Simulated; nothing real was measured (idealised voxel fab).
Proc. module: voxel released beams
cross-section cut | 220 nm wide | cells 5 nm
How to read a cross-section here: the picture is a grid of square cells, written as bands going from the top down, and any band can span one or more rows of cells.
Within each band entry, the heights of the top and of the bottom of the band appear first, in that order and in nm; the materials of the band then follow from left to right, each with its corresponding width in nm. The designation "throughout" on a single material indicates that it fills the band from edge to edge; the designation "air" indicates empty space.
A quick word on heights: they are counted from 0, and under that level the wafer as it came to us is one material throughout. The lowest band is different from the rest in having no bottom; it simply continues downward, written as in "z 0 and below".
Quick explanation for "30->40": the width changes in equal steps down the rows of cells, from the first number in the band's top row to the second number in its bottom row.
Step note "changes: none" = no cross-section cell changed.
Empty spaces counting at least 8 cells and having no open way to the top are listed in "Fully closed voids". The notation width x height at distance is used for each, the distance being from the left edge and all three values in nm.
after a step's settings: what the simulator itself notes on the step
What "overlay nm" on a step's line means: if the step has a mask, that mask lay this far to the right of its planned place, or, when the value is negative, to the left.

Process steps foreseen in the plan
1: op RECEIVE | material Si
2: op CONFORMAL_DEP | material SiN | thk nm 5
3: op DIRECTIONAL_DEP | material SiO2 | thk nm 10
4: op MASKED_ETCH | tone open | mask id ANCHOR | width nm 35 | etch materials SiO2 | depth nm 10 | overlay nm 0
5: op CONFORMAL_DEP | material W | thk nm 10
6: op MASKED_ETCH | tone cover | mask id BEAM | width nm 120 | etch materials W | depth nm 10 | overlay nm 0
7: op STRIP | etch materials SiO2

Cross-section of the wafer as it came to us, i.e., already through step 1
z 0 and below  Si throughout
Fully closed voids: none

Cross-section at module end, one run error; start and plan unchanged from above
z 25 to 15  air 45 nm; W 15 nm; air 15 nm; W 95 nm; air 50 nm
z 15 to 5  air 50 nm; W 35 nm; air 135 nm
z 5 to 0  SiN throughout
z 0 and below  Si throughout
Fully closed voids: none
In executing the process, a mistake was made relative to the plan: so step 6 ended up running with a different setting than we planned, it ran as op MASKED_ETCH | tone cover | mask id BEAM | width nm 125 | etch materials W | depth nm 10 | overlay nm 0
